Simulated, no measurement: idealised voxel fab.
Proc. module: voxel plated lines
The cross-section on display is named cut; it measures 260 nm wide, and its cells are 5 nm squares.
Throughout this document, each cross-section is represented as a grid of square cells and is presented as a sequence of bands enumerated from the top downward, where a band comprises one or more rows of cells.
Each band's line starts with the height of the band's top and of its bottom, in nm. Then come its materials from left to right, each with its width in nm. One material with "edge to edge" fills the band from edge to edge. "empty" is empty space.
Convention: height 0 is the level below which the wafer, as received, is all one material. The lowest band does not terminate at the bottom but continues downward, represented as "from 0 down".
So if you see something like "30..40" for the width, read it as the top row of the band sitting at the first number and the bottom row at the second, with every row in between moving by the same amount as the last.
Reading "nothing changed" for a step: not a cell of the cross-section changed in it.
"Fully sealed cavities" means: voids of 8 cells or more that are shut off from the top with no open way through. Written width x height at distance, distance from the left edge, in nm.
Formally, on a step line, whatever follows the settings is a remark that the simulator itself makes on the step.
On any step carrying a mask, the "overlay nm" setting, if present on the step's line, tells how far right of its planned place the mask lay; negative values point to the left.
**The process steps that were planned are listed below**
1 RECEIVE (material Si)
2 CONFORMAL_DEP (material SiN; thk nm 15)
3 DIRECTIONAL_DEP (material TiN; thk nm 5)
4 PATTERN (tone open; mask id LINES; material resist; width nm 15; pitch nm 30; thk nm 15; overlay nm 0)
5 EPI (material Ru; thk nm 10)
6 STRIP (etch materials resist)
7 DIRECTIONAL_ETCH (etch materials TiN; depth nm 5)
8 CONFORMAL_DEP (material SiCN; thk nm 10)
**Step 1 complete: cross-section of the wafer as received**
- from 0 down = Si edge to edge
- Fully sealed cavities: none
**First of two wafers, end-of-module section, run followed plan**
- from 40 to 30 = empty 80 nm, SiCN 95 nm, empty 85 nm
- from 30 to 25 = empty 80 nm, SiCN 10 nm, Ru 15 nm, SiCN 15 nm, Ru 15 nm, SiCN 15 nm, Ru 15 nm, SiCN 10 nm, empty 85 nm
- from 25 to 20 = SiCN 90 nm, Ru 15 nm, SiCN 15 nm, Ru 15 nm, SiCN 15 nm, Ru 15 nm, SiCN 95 nm
- from 20 to 15 = SiCN 90 nm, TiN 15 nm, SiCN 15 nm, TiN 15 nm, SiCN 15 nm, TiN 15 nm, SiCN 95 nm
- from 15 to 0 = SiN edge to edge
- from 0 down = Si edge to edge
- Fully sealed cavities: none
**Here's the second of our two wafers sectioned at module end. Same start as the first, same plan, but one mistake got made running it**
- from 25 to 15 = empty 80 nm, SiCN 95 nm, empty 85 nm
- from 15 to 10 = empty 80 nm, SiCN 10 nm, Ru 15 nm, SiCN 15 nm, Ru 15 nm, SiCN 15 nm, Ru 15 nm, SiCN 10 nm, empty 85 nm
- from 10 to 5 = SiCN 90 nm, Ru 15 nm, SiCN 15 nm, Ru 15 nm, SiCN 15 nm, Ru 15 nm, SiCN 95 nm
- from 5 to 0 = SiCN 90 nm, TiN 15 nm, SiCN 15 nm, TiN 15 nm, SiCN 15 nm, TiN 15 nm, SiCN 95 nm
- from 0 down = Si edge to edge
- Fully sealed cavities: none
Error vs. plan: no execution of plan step 2; skipped
Count the cells at the end and the second wafer has more or fewer of some materials than the first: SiN -156
